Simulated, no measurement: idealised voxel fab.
process module | voxel wiring stack
cross-section cut | 300 nm wide | cells 5 nm
A cross-section is a grid of square cells, given in bands from the top down. A band is one or more rows of cells.
Each band's line starts with the height of the band's top and of its bottom, in nm. Then come its materials from left to right, each with its width in nm. One material with "throughout" fills the band from edge to edge. "air" is empty space.
Height 0 is the level under which the wafer as received is all one material. The lowest band goes on downwards, as in "0 down".
A width such as "30 to 40" changes by the same amount from each row of cells to the next, from the band's top row to its bottom row.
"no change" after a step means that no cell of the cross-section changed.
closed voids: empty space of 8 cells or more with no open way to the top, each as width x height at its distance from the left edge, in nm
after a step's settings: what the simulator itself notes on the step
overlay nm, on a step with a mask: how far to the right of its planned place the mask lay; to the left if negative
Each pair below shows a cross-section before one step and the cross-section after it, down to the lowest band that changed. The line under each pair gives the step between them, with its settings. The pairs can come from different runs of this module on the same starting wafer, so a pair continues from the pair above only where its "before" says so.
before
  100 to 90: lowk throughout
  90 to 85: lowk 80 | SiN 40 | lowk 10 | SiN 40 | lowk 10 | SiN 40 | lowk 80
  85 to 70: lowk 80 | SiN 5 | Ru 30 | SiN 5 | lowk 10 | SiN 5 | Ru 30 | SiN 5 | lowk 10 | SiN 5 | Ru 30 | SiN 5 | lowk 80
  70 to 65: SiN 85 | TiN 30 | SiN 20 | TiN 30 | SiN 20 | TiN 30 | SiN 85
  65 to 50: SiO2 85 | Ru 15 | SiO2 35 | Ru 15 | SiO2 35 | Ru 15 | SiO2 100
  50 to 45: SiCN 85 | Ru 15 | SiCN 35 | Ru 15 | SiCN 35 | Ru 15 | SiCN 100
  45 to 40: SiCN 85 | TiN 30 | SiCN 20 | TiN 30 | SiCN 20 | TiN 30 | SiCN 85
  40 to 15: W throughout
  15 to 0: SiO2 throughout
  0 down: Si throughout
  closed voids: none
after
  85 to 70: lowk 80 | SiN 5 | Ru 30 | SiN 5 | lowk 10 | SiN 5 | Ru 30 | SiN 5 | lowk 10 | SiN 5 | Ru 30 | SiN 5 | lowk 80
  below 70: unchanged
  closed voids: none
the step between: op CMP | height nm 85
before: the cross-section after the pair above
after
  90 to 85: SiN throughout
  below 85: unchanged
  closed voids: none
the step between: op CONFORMAL_DEP | material SiN | thk nm 5
before
  70 to 65: TiN throughout
  65 to 50: SiO2 85 | Ru 15 | SiO2 35 | Ru 15 | SiO2 35 | Ru 15 | SiO2 100
  50 to 45: SiCN 85 | Ru 15 | SiCN 35 | Ru 15 | SiCN 35 | Ru 15 | SiCN 100
  45 to 20: lowk 80 | SiCN 5 | W 30 | SiCN 5 | lowk 10 | SiCN 5 | W 30 | SiCN 5 | lowk 10 | SiCN 5 | W 30 | SiCN 5 | lowk 80
  20 to 15: SiCN 85 | TiN 30 | SiCN 20 | TiN 30 | SiCN 20 | TiN 30 | SiCN 85
  15 to 0: SiO2 throughout
  0 down: Si throughout
  closed voids: none
after
  75 to 70: Ru throughout
  below 70: unchanged
  closed voids: none
the step between: op DIRECTIONAL_DEP | material Ru | thk nm 5
before: the cross-section after the pair above
after
  90 to 75: air 85 | resist 30 | air 20 | resist 30 | air 20 | resist 30 | air 85
  below 75: unchanged
  closed voids: none
the step between: op PATTERN | tone cover | mask id METAL_2 | material resist | width nm 30 | pitch nm 50 | thk nm 15 | overlay nm 0
before: the cross-section after the pair above
after
  90 to 75: air 85 | resist 30 | air 20 | resist 30 | air 20 | resist 30 | air 85
  75 to 70: air 85 | Ru 30 | air 20 | Ru 30 | air 20 | Ru 30 | air 85
  below 70: unchanged
  closed voids: none
the step between: op DIRECTIONAL_ETCH | etch materials Ru | depth nm 15
before: the cross-section after the pair above
after
  90 to 75: air 85 | resist 30 | air 20 | resist 30 | air 20 | resist 30 | air 85
  75 to 70: air 85 | Ru 30 | air 20 | Ru 30 | air 20 | Ru 30 | air 85
  70 to 65: air 85 | TiN 30 | air 20 | TiN 30 | air 20 | TiN 30 | air 85
  below 65: unchanged
  closed voids: none
the step between: op DIRECTIONAL_ETCH | etch materials TiN | depth nm 5
before: the cross-section after the pair above
after
  75 to 70: air 85 | Ru 30 | air 20 | Ru 30 | air 20 | Ru 30 | air 85
  below 70: unchanged
  closed voids: none
the step between: op STRIP | etch materials resist
before: the cross-section after the pair above
after
  80 to 75: air 80 | SiN 40 | air 10 | SiN 40 | air 10 | SiN 40 | air 80
  75 to 70: air 80 | SiN 5 | Ru 30 | SiN 5 | air 10 | SiN 5 | Ru 30 | SiN 5 | air 10 | SiN 5 | Ru 30 | SiN 5 | air 80
  70 to 65: SiN 85 | TiN 30 | SiN 20 | TiN 30 | SiN 20 | TiN 30 | SiN 85
  below 65: unchanged
  closed voids: none
the step between: op CONFORMAL_DEP | material SiN | thk nm 5
before: the cross-section after the pair above
after
  90 to 80: lowk throughout
  80 to 75: lowk 80 | SiN 40 | lowk 10 | SiN 40 | lowk 10 | SiN 40 | lowk 80
  75 to 70: lowk 80 | SiN 5 | Ru 30 | SiN 5 | lowk 10 | SiN 5 | Ru 30 | SiN 5 | lowk 10 | SiN 5 | Ru 30 | SiN 5 | lowk 80
  below 70: unchanged
  closed voids: none
the step between: op FILL_DEP | material lowk | thk nm 10
before: the cross-section after the pair above
after
  85 to 80: lowk throughout
  below 80: unchanged
  closed voids: none
the step between: op CMP | height nm 85
before: the cross-section after the pair above
after
  90 to 85: SiN throughout
  below 85: unchanged
  closed voids: none
the step between: op CONFORMAL_DEP | material SiN | thk nm 5
before
  75 to 65: aC throughout
  65 to 50: SiO2 throughout
  50 to 45: SiCN throughout
  45 to 20: lowk 80 | SiCN 5 | W 30 | SiCN 5 | lowk 10 | SiCN 5 | W 30 | SiCN 5 | lowk 10 | SiCN 5 | W 30 | SiCN 5 | lowk 80
  20 to 15: SiCN 85 | TiN 30 | SiCN 20 | TiN 30 | SiCN 20 | TiN 30 | SiCN 85
  15 to 0: SiO2 throughout
  0 down: Si throughout
  closed voids: none
after
  105 to 75: resist 85 | air 20 | resist 30 | air 20 | resist 30 | air 20 | resist 95
  below 75: unchanged
  closed voids: none
the step between: op PATTERN | tone open | mask id PLUG_1 | material resist | width nm 20 | pitch nm 50 | thk nm 30 | overlay nm 0
before: the cross-section after the pair above
after
  95 to 75: resist 85 | air 20 | resist 30 | air 20 | resist 30 | air 20 | resist 95
  75 to 65: aC 85 | air 20 | aC 30 | air 20 | aC 30 | air 20 | aC 95
  below 65: unchanged
  closed voids: none
the step between: op DIRECTIONAL_ETCH | etch materials aC | depth nm 10
before: the cross-section after the pair above
after
  75 to 65: aC 85 | air 20 | aC 30 | air 20 | aC 30 | air 20 | aC 95
  below 65: unchanged
  closed voids: none
the step between: op STRIP | etch materials resist
before: the cross-section after the pair above
after
  75 to 65: aC 85 | air 20 | aC 30 | air 20 | aC 30 | air 20 | aC 95
  65 to 50: SiO2 85 | air 20 | SiO2 30 | air 20 | SiO2 30 | air 20 | SiO2 95
  below 50: unchanged
  closed voids: none
the step between: op DIRECTIONAL_ETCH | etch materials SiO2 | depth nm 15
before: the cross-section after the pair above
after
  75 to 65: aC 85 | air 20 | aC 30 | air 20 | aC 30 | air 20 | aC 95
  65 to 50: SiO2 85 | air 20 | SiO2 30 | air 20 | SiO2 30 | air 20 | SiO2 95
  50 to 45: SiCN 85 | air 20 | SiCN 30 | air 20 | SiCN 30 | air 20 | SiCN 95
  below 45: unchanged
  closed voids: none
the step between: op DIRECTIONAL_ETCH | etch materials SiCN | depth nm 5
before: the cross-section after the pair above
after
  65 to 50: SiO2 85 | air 20 | SiO2 30 | air 20 | SiO2 30 | air 20 | SiO2 95
  below 50: unchanged
  closed voids: none
the step between: op STRIP | etch materials aC
before: the cross-section after the pair above
after
  65 to 55: SiO2 85 | air 20 | SiO2 30 | air 20 | SiO2 30 | air 20 | SiO2 95
  55 to 50: SiO2 85 | Ru 20 | SiO2 30 | Ru 20 | SiO2 30 | Ru 20 | SiO2 95
  50 to 45: SiCN 85 | Ru 20 | SiCN 30 | Ru 20 | SiCN 30 | Ru 20 | SiCN 95
  below 45: unchanged
  closed voids: none
the step between: op EPI | material Ru | thk nm 10
before: the cross-section after the pair above
after
  65 to 50: SiO2 85 | Ru 20 | SiO2 30 | Ru 20 | SiO2 30 | Ru 20 | SiO2 95
  below 50: unchanged
  closed voids: none
the step between: op EPI | material Ru | thk nm 10
before: the cross-section after the pair above
after
  70 to 65: TiN throughout
  below 65: unchanged
  closed voids: none
the step between: op DIRECTIONAL_DEP | material TiN | thk nm 5
before: the cross-section after the pair above
after
  85 to 70: Ru throughout
  below 70: unchanged
  closed voids: none
the step between: op DIRECTIONAL_DEP | material Ru | thk nm 15
before: the cross-section after the pair above
after
  100 to 85: air 85 | resist 30 | air 20 | resist 30 | air 20 | resist 30 | air 85
  below 85: unchanged
  closed voids: none
the step between: op PATTERN | tone cover | mask id METAL_2 | material resist | width nm 30 | pitch nm 50 | thk nm 15 | overlay nm 0
before: the cross-section after the pair above
after
  100 to 85: air 85 | resist 30 | air 20 | resist 30 | air 20 | resist 30 | air 85
  85 to 70: air 85 | Ru 30 | air 20 | Ru 30 | air 20 | Ru 30 | air 85
  below 70: unchanged
  closed voids: none
the step between: op DIRECTIONAL_ETCH | etch materials Ru | depth nm 15
before: the cross-section after the pair above
after
  100 to 85: air 85 | resist 30 | air 20 | resist 30 | air 20 | resist 30 | air 85
  85 to 70: air 85 | Ru 30 | air 20 | Ru 30 | air 20 | Ru 30 | air 85
  70 to 65: air 85 | TiN 30 | air 20 | TiN 30 | air 20 | TiN 30 | air 85
  below 65: unchanged
  closed voids: none
the step between: op DIRECTIONAL_ETCH | etch materials TiN | depth nm 5
before: the cross-section after the pair above
after
  85 to 70: air 85 | Ru 30 | air 20 | Ru 30 | air 20 | Ru 30 | air 85
  below 70: unchanged
  closed voids: none
the step between: op STRIP | etch materials resist
before: the cross-section after the pair above
after
  90 to 85: air 80 | SiN 40 | air 10 | SiN 40 | air 10 | SiN 40 | air 80
  85 to 70: air 80 | SiN 5 | Ru 30 | SiN 5 | air 10 | SiN 5 | Ru 30 | SiN 5 | air 10 | SiN 5 | Ru 30 | SiN 5 | air 80
  70 to 65: SiN 85 | TiN 30 | SiN 20 | TiN 30 | SiN 20 | TiN 30 | SiN 85
  below 65: unchanged
  closed voids: none
the step between: op CONFORMAL_DEP | material SiN | thk nm 5
before: the cross-section after the pair above
after
  100 to 90: lowk throughout
  90 to 85: lowk 80 | SiN 40 | lowk 10 | SiN 40 | lowk 10 | SiN 40 | lowk 80
  85 to 70: lowk 80 | SiN 5 | Ru 30 | SiN 5 | lowk 10 | SiN 5 | Ru 30 | SiN 5 | lowk 10 | SiN 5 | Ru 30 | SiN 5 | lowk 80
  below 70: unchanged
  closed voids: none
the step between: op FILL_DEP | material lowk | thk nm 10
before: the cross-section after the pair above
after
  85 to 70: lowk 80 | SiN 5 | Ru 30 | SiN 5 | lowk 10 | SiN 5 | Ru 30 | SiN 5 | lowk 10 | SiN 5 | Ru 30 | SiN 5 | lowk 80
  below 70: unchanged
  closed voids: none
the step between: op CMP | height nm 85
before: the cross-section after the pair above
after
  90 to 85: SiN throughout
  below 85: unchanged
  closed voids: none
the step between: op CONFORMAL_DEP | material SiN | thk nm 5
before
  75 to 65: aC throughout
  65 to 50: SiO2 throughout
  50 to 45: SiCN throughout
  45 to 20: lowk 80 | SiCN 5 | W 30 | SiCN 5 | lowk 10 | SiCN 5 | W 30 | SiCN 5 | lowk 10 | SiCN 5 | W 30 | SiCN 5 | lowk 80
  20 to 15: SiCN 85 | TiN 30 | SiCN 20 | TiN 30 | SiCN 20 | TiN 30 | SiCN 85
  15 to 0: SiO2 throughout
  0 down: Si throughout
  closed voids: none
after
  105 to 75: resist 80 | air 15 | resist 35 | air 15 | resist 35 | air 15 | resist 105
  below 75: unchanged
  closed voids: none
the step between: op PATTERN | tone open | mask id PLUG_1 | material resist | width nm 15 | pitch nm 50 | thk nm 30 | overlay nm -5
before: the cross-section after the pair above
after
  95 to 75: resist 80 | air 15 | resist 35 | air 15 | resist 35 | air 15 | resist 105
  75 to 65: aC 80 | air 15 | aC 35 | air 15 | aC 35 | air 15 | aC 105
  below 65: unchanged
  closed voids: none
the step between: op DIRECTIONAL_ETCH | etch materials aC | depth nm 10
before: the cross-section after the pair above
after
  75 to 65: aC 80 | air 15 | aC 35 | air 15 | aC 35 | air 15 | aC 105
  below 65: unchanged
  closed voids: none
the step between: op STRIP | etch materials resist
before: the cross-section after the pair above
after
  75 to 65: aC 80 | air 15 | aC 35 | air 15 | aC 35 | air 15 | aC 105
  65 to 50: SiO2 80 | air 15 | SiO2 35 | air 15 | SiO2 35 | air 15 | SiO2 105
  below 50: unchanged
  closed voids: none
the step between: op DIRECTIONAL_ETCH | etch materials SiO2 | depth nm 15
before: the cross-section after the pair above
after
  75 to 65: aC 80 | air 15 | aC 35 | air 15 | aC 35 | air 15 | aC 105
  65 to 50: SiO2 80 | air 15 | SiO2 35 | air 15 | SiO2 35 | air 15 | SiO2 105
  50 to 45: SiCN 80 | air 15 | SiCN 35 | air 15 | SiCN 35 | air 15 | SiCN 105
  below 45: unchanged
  closed voids: none
the step between: op DIRECTIONAL_ETCH | etch materials SiCN | depth nm 5
before: the cross-section after the pair above
after
  65 to 50: SiO2 80 | air 15 | SiO2 35 | air 15 | SiO2 35 | air 15 | SiO2 105
  below 50: unchanged
  closed voids: none
the step between: op STRIP | etch materials aC
before: the cross-section after the pair above
after
  65 to 55: SiO2 80 | air 15 | SiO2 35 | air 15 | SiO2 35 | air 15 | SiO2 105
  55 to 50: SiO2 80 | Ru 15 | SiO2 35 | Ru 15 | SiO2 35 | Ru 15 | SiO2 105
  50 to 45: SiCN 80 | Ru 15 | SiCN 35 | Ru 15 | SiCN 35 | Ru 15 | SiCN 105
  below 45: unchanged
  closed voids: none
the step between: op EPI | material Ru | thk nm 10
before: the cross-section after the pair above
after
  65 to 50: SiO2 80 | Ru 15 | SiO2 35 | Ru 15 | SiO2 35 | Ru 15 | SiO2 105
  below 50: unchanged
  closed voids: none
the step between: op EPI | material Ru | thk nm 10
before: the cross-section after the pair above
after
  70 to 65: TiN throughout
  below 65: unchanged
  closed voids: none
the step between: op DIRECTIONAL_DEP | material TiN | thk nm 5
before: the cross-section after the pair above
after
  85 to 70: Ru throughout
  below 70: unchanged
  closed voids: none
the step between: op DIRECTIONAL_DEP | material Ru | thk nm 15
before: the cross-section after the pair above
after
  100 to 85: air 85 | resist 30 | air 20 | resist 30 | air 20 | resist 30 | air 85
  below 85: unchanged
  closed voids: none
the step between: op PATTERN | tone cover | mask id METAL_2 | material resist | width nm 30 | pitch nm 50 | thk nm 15 | overlay nm 0
before: the cross-section after the pair above
after
  100 to 85: air 85 | resist 30 | air 20 | resist 30 | air 20 | resist 30 | air 85
  85 to 70: air 85 | Ru 30 | air 20 | Ru 30 | air 20 | Ru 30 | air 85
  below 70: unchanged
  closed voids: none
the step between: op DIRECTIONAL_ETCH | etch materials Ru | depth nm 15
before: the cross-section after the pair above
after
  100 to 85: air 85 | resist 30 | air 20 | resist 30 | air 20 | resist 30 | air 85
  85 to 70: air 85 | Ru 30 | air 20 | Ru 30 | air 20 | Ru 30 | air 85
  70 to 65: air 85 | TiN 30 | air 20 | TiN 30 | air 20 | TiN 30 | air 85
  below 65: unchanged
  closed voids: none
the step between: op DIRECTIONAL_ETCH | etch materials TiN | depth nm 5
before: the cross-section after the pair above
after
  85 to 70: air 85 | Ru 30 | air 20 | Ru 30 | air 20 | Ru 30 | air 85
  below 70: unchanged
  closed voids: none
the step between: op STRIP | etch materials resist
before: the cross-section after the pair above
after
  90 to 85: air 80 | SiN 40 | air 10 | SiN 40 | air 10 | SiN 40 | air 80
  85 to 70: air 80 | SiN 5 | Ru 30 | SiN 5 | air 10 | SiN 5 | Ru 30 | SiN 5 | air 10 | SiN 5 | Ru 30 | SiN 5 | air 80
  70 to 65: SiN 85 | TiN 30 | SiN 20 | TiN 30 | SiN 20 | TiN 30 | SiN 85
  below 65: unchanged
  closed voids: none
the step between: op CONFORMAL_DEP | material SiN | thk nm 5
before: the cross-section after the pair above
after
  100 to 90: lowk throughout
  90 to 85: lowk 80 | SiN 40 | lowk 10 | SiN 40 | lowk 10 | SiN 40 | lowk 80
  85 to 70: lowk 80 | SiN 5 | Ru 30 | SiN 5 | lowk 10 | SiN 5 | Ru 30 | SiN 5 | lowk 10 | SiN 5 | Ru 30 | SiN 5 | lowk 80
  below 70: unchanged
  closed voids: none
the step between: op FILL_DEP | material lowk | thk nm 10
before: the cross-section after the pair above
after
  85 to 70: lowk 80 | SiN 5 | Ru 30 | SiN 5 | lowk 10 | SiN 5 | Ru 30 | SiN 5 | lowk 10 | SiN 5 | Ru 30 | SiN 5 | lowk 80
  below 70: unchanged
  closed voids: none
the step between: op CMP | height nm 85
before: the cross-section after the pair above
after
  90 to 85: SiN throughout
  below 85: unchanged
  closed voids: none
the step between: op CONFORMAL_DEP | material SiN | thk nm 5
before
  85 to 70: lowk 80 | SiN 5 | Ru 30 | SiN 5 | lowk 10 | SiN 5 | Ru 30 | SiN 5 | lowk 10 | SiN 5 | Ru 30 | SiN 5 | lowk 80
  70 to 65: SiN 85 | TiN 30 | SiN 20 | TiN 30 | SiN 20 | TiN 30 | SiN 85
  65 to 50: SiO2 85 | Ru 15 | SiO2 35 | Ru 15 | SiO2 35 | Ru 15 | SiO2 100
  50 to 45: SiCN 85 | Ru 15 | SiCN 35 | Ru 15 | SiCN 35 | Ru 15 | SiCN 100
  45 to 20: lowk 80 | SiCN 5 | W 30 | SiCN 5 | lowk 10 | SiCN 5 | W 30 | SiCN 5 | lowk 10 | SiCN 5 | W 30 | SiCN 5 | lowk 80
  20 to 15: SiCN 85 | TiN 30 | SiCN 20 | TiN 30 | SiCN 20 | TiN 30 | SiCN 85
  15 to 0: SiO2 throughout
  0 down: Si throughout
  closed voids: none
after
  90 to 85: TiN throughout
  below 85: unchanged
  closed voids: none
the step between: op CONFORMAL_DEP | material TiN | thk nm 5
before
  60 to 45: aC throughout
  45 to 20: W throughout
  20 to 15: TiN throughout
  15 to 0: SiO2 throughout
  0 down: Si throughout
  closed voids: none
after
  95 to 60: resist 85 | air 30 | resist 20 | air 30 | resist 20 | air 30 | resist 85
  below 60: unchanged
  closed voids: none
the step between: op PATTERN | tone open | mask id METAL_1 | material resist | width nm 30 | pitch nm 50 | thk nm 35 | overlay nm 0
before: the cross-section after the pair above
after
  80 to 60: resist 85 | air 30 | resist 20 | air 30 | resist 20 | air 30 | resist 85
  60 to 45: aC 85 | air 30 | aC 20 | air 30 | aC 20 | air 30 | aC 85
  below 45: unchanged
  closed voids: none
the step between: op DIRECTIONAL_ETCH | etch materials aC | depth nm 15
before: the cross-section after the pair above
after
  60 to 45: aC 85 | air 30 | aC 20 | air 30 | aC 20 | air 30 | aC 85
  below 45: unchanged
  closed voids: none
the step between: op STRIP | etch materials resist
before: the cross-section after the pair above
after
  60 to 45: aC 85 | air 30 | aC 20 | air 30 | aC 20 | air 30 | aC 85
  45 to 20: W 85 | air 30 | W 20 | air 30 | W 20 | air 30 | W 85
  below 20: unchanged
  closed voids: none
the step between: op DIRECTIONAL_ETCH | etch materials W | depth nm 25
before: the cross-section after the pair above
after
  60 to 45: aC 85 | air 30 | aC 20 | air 30 | aC 20 | air 30 | aC 85
  45 to 20: W 85 | air 30 | W 20 | air 30 | W 20 | air 30 | W 85
  20 to 15: TiN 85 | air 30 | TiN 20 | air 30 | TiN 20 | air 30 | TiN 85
  below 15: unchanged
  closed voids: none
the step between: op DIRECTIONAL_ETCH | etch materials TiN | depth nm 5
before: the cross-section after the pair above
after
  45 to 20: W 85 | air 30 | W 20 | air 30 | W 20 | air 30 | W 85
  below 20: unchanged
  closed voids: none
the step between: op STRIP | etch materials aC
before: the cross-section after the pair above
after
  50 to 45: SiCN 90 | air 20 | SiCN 30 | air 20 | SiCN 30 | air 20 | SiCN 90
  45 to 20: W 85 | SiCN 5 | air 20 | SiCN 5 | W 20 | SiCN 5 | air 20 | SiCN 5 | W 20 | SiCN 5 | air 20 | SiCN 5 | W 85
  20 to 15: TiN 85 | SiCN 30 | TiN 20 | SiCN 30 | TiN 20 | SiCN 30 | TiN 85
  below 15: unchanged
  closed voids: none
the step between: op CONFORMAL_DEP | material SiCN | thk nm 5
before: the cross-section after the pair above
after
  60 to 50: lowk throughout
  50 to 45: SiCN 90 | lowk 20 | SiCN 30 | lowk 20 | SiCN 30 | lowk 20 | SiCN 90
  45 to 20: W 85 | SiCN 5 | lowk 20 | SiCN 5 | W 20 | SiCN 5 | lowk 20 | SiCN 5 | W 20 | SiCN 5 | lowk 20 | SiCN 5 | W 85
  below 20: unchanged
  closed voids: none
the step between: op FILL_DEP | material lowk | thk nm 10
before: the cross-section after the pair above
after
  45 to 20: W 85 | SiCN 5 | lowk 20 | SiCN 5 | W 20 | SiCN 5 | lowk 20 | SiCN 5 | W 20 | SiCN 5 | lowk 20 | SiCN 5 | W 85
  below 20: unchanged
  closed voids: none
the step between: op CMP | height nm 45
before: the cross-section after the pair above
after
  50 to 45: SiCN throughout
  below 45: unchanged
  closed voids: none
the step between: op CONFORMAL_DEP | material SiCN | thk nm 5
before: the cross-section after the pair above
after
  65 to 50: SiO2 throughout
  below 50: unchanged
  closed voids: none
the step between: op DIRECTIONAL_DEP | material SiO2 | thk nm 15
before: the cross-section after the pair above
after
  75 to 65: aC throughout
  below 65: unchanged
  closed voids: none
the step between: op DIRECTIONAL_DEP | material aC | thk nm 10
before: the cross-section after the pair above
after
  105 to 75: resist 85 | air 15 | resist 35 | air 15 | resist 35 | air 15 | resist 100
  below 75: unchanged
  closed voids: none
the step between: op PATTERN | tone open | mask id PLUG_1 | material resist | width nm 15 | pitch nm 50 | thk nm 30 | overlay nm 0
before: the cross-section after the pair above
after
  95 to 75: resist 85 | air 15 | resist 35 | air 15 | resist 35 | air 15 | resist 100
  75 to 65: aC 85 | air 15 | aC 35 | air 15 | aC 35 | air 15 | aC 100
  below 65: unchanged
  closed voids: none
the step between: op DIRECTIONAL_ETCH | etch materials aC | depth nm 10
before: the cross-section after the pair above
after
  75 to 65: aC 85 | air 15 | aC 35 | air 15 | aC 35 | air 15 | aC 100
  below 65: unchanged
  closed voids: none
the step between: op STRIP | etch materials resist
before: the cross-section after the pair above
after
  75 to 65: aC 85 | air 15 | aC 35 | air 15 | aC 35 | air 15 | aC 100
  65 to 50: SiO2 85 | air 15 | SiO2 35 | air 15 | SiO2 35 | air 15 | SiO2 100
  below 50: unchanged
  closed voids: none
the step between: op DIRECTIONAL_ETCH | etch materials SiO2 | depth nm 15
before: the cross-section after the pair above
after
  75 to 65: aC 85 | air 15 | aC 35 | air 15 | aC 35 | air 15 | aC 100
  65 to 50: SiO2 85 | air 15 | SiO2 35 | air 15 | SiO2 35 | air 15 | SiO2 100
  50 to 45: SiCN 85 | air 15 | SiCN 35 | air 15 | SiCN 35 | air 15 | SiCN 100
  below 45: unchanged
  closed voids: none
the step between: op DIRECTIONAL_ETCH | etch materials SiCN | depth nm 5
before: the cross-section after the pair above
after
  65 to 50: SiO2 85 | air 15 | SiO2 35 | air 15 | SiO2 35 | air 15 | SiO2 100
  below 50: unchanged
  closed voids: none
the step between: op STRIP | etch materials aC
before: the cross-section after the pair above
after
  70 to 65: TiN 85 | air 15 | TiN 35 | air 15 | TiN 35 | air 15 | TiN 100
  65 to 50: SiO2 85 | air 15 | SiO2 35 | air 15 | SiO2 35 | air 15 | SiO2 100
  50 to 45: SiCN 85 | TiN 15 | SiCN 35 | TiN 15 | SiCN 35 | TiN 15 | SiCN 100
  below 45: unchanged
  closed voids: none
the step between: op DIRECTIONAL_DEP | material TiN | thk nm 5
before: the cross-section after the pair above
after
  85 to 70: Ru 85 | air 15 | Ru 35 | air 15 | Ru 35 | air 15 | Ru 100
  70 to 65: TiN 85 | air 15 | TiN 35 | air 15 | TiN 35 | air 15 | TiN 100
  65 to 50: SiO2 85 | Ru 15 | SiO2 35 | Ru 15 | SiO2 35 | Ru 15 | SiO2 100
  below 50: unchanged
  closed voids: none
the step between: op DIRECTIONAL_DEP | material Ru | thk nm 15
before: the cross-section after the pair above
after
  100 to 85: air 85 | resist 30 | air 20 | resist 30 | air 20 | resist 30 | air 85
  85 to 70: Ru 85 | resist 15 | Ru 35 | resist 15 | Ru 35 | resist 15 | Ru 100
  70 to 65: TiN 85 | resist 15 | TiN 35 | resist 15 | TiN 35 | resist 15 | TiN 100
  below 65: unchanged
  closed voids: none
the step between: op PATTERN | tone cover | mask id METAL_2 | material resist | width nm 30 | pitch nm 50 | thk nm 15 | overlay nm 0
before: the cross-section after the pair above
after
  100 to 85: air 85 | resist 30 | air 20 | resist 30 | air 20 | resist 30 | air 85
  85 to 70: air 85 | resist 15 | Ru 15 | air 20 | resist 15 | Ru 15 | air 20 | resist 15 | Ru 15 | air 85
  below 70: unchanged
  closed voids: none
the step between: op DIRECTIONAL_ETCH | etch materials Ru | depth nm 15
before: the cross-section after the pair above
after
  100 to 85: air 85 | resist 30 | air 20 | resist 30 | air 20 | resist 30 | air 85
  85 to 70: air 85 | resist 15 | Ru 15 | air 20 | resist 15 | Ru 15 | air 20 | resist 15 | Ru 15 | air 85
  70 to 65: air 85 | resist 15 | TiN 15 | air 20 | resist 15 | TiN 15 | air 20 | resist 15 | TiN 15 | air 85
  below 65: unchanged
  closed voids: none
the step between: op DIRECTIONAL_ETCH | etch materials TiN | depth nm 5
before: the cross-section after the pair above
after
  85 to 70: air 100 | Ru 15 | air 35 | Ru 15 | air 35 | Ru 15 | air 85
  70 to 65: air 100 | TiN 15 | air 35 | TiN 15 | air 35 | TiN 15 | air 85
  below 65: unchanged
  closed voids: none
the step between: op STRIP | etch materials resist
before: the cross-section after the pair above
after
  90 to 85: air 95 | SiN 25 | air 25 | SiN 25 | air 25 | SiN 25 | air 80
  85 to 70: air 95 | SiN 5 | Ru 15 | SiN 5 | air 25 | SiN 5 | Ru 15 | SiN 5 | air 25 | SiN 5 | Ru 15 | SiN 5 | air 80
  70 to 65: SiN 100 | TiN 15 | SiN 35 | TiN 15 | SiN 35 | TiN 15 | SiN 85
  below 65: unchanged
  closed voids: none
the step between: op CONFORMAL_DEP | material SiN | thk nm 5
before: the cross-section after the pair above
after
  100 to 90: lowk throughout
  90 to 85: lowk 95 | SiN 25 | lowk 25 | SiN 25 | lowk 25 | SiN 25 | lowk 80
  85 to 70: lowk 95 | SiN 5 | Ru 15 | SiN 5 | lowk 25 | SiN 5 | Ru 15 | SiN 5 | lowk 25 | SiN 5 | Ru 15 | SiN 5 | lowk 80
  below 70: unchanged
  closed voids: none
the step between: op FILL_DEP | material lowk | thk nm 10
before: the cross-section after the pair above
after
  85 to 70: lowk 95 | SiN 5 | Ru 15 | SiN 5 | lowk 25 | SiN 5 | Ru 15 | SiN 5 | lowk 25 | SiN 5 | Ru 15 | SiN 5 | lowk 80
  below 70: unchanged
  closed voids: none
the step between: op CMP | height nm 85
before: the cross-section after the pair above
after
  90 to 85: SiN throughout
  below 85: unchanged
  closed voids: none
the step between: op CONFORMAL_DEP | material SiN | thk nm 5
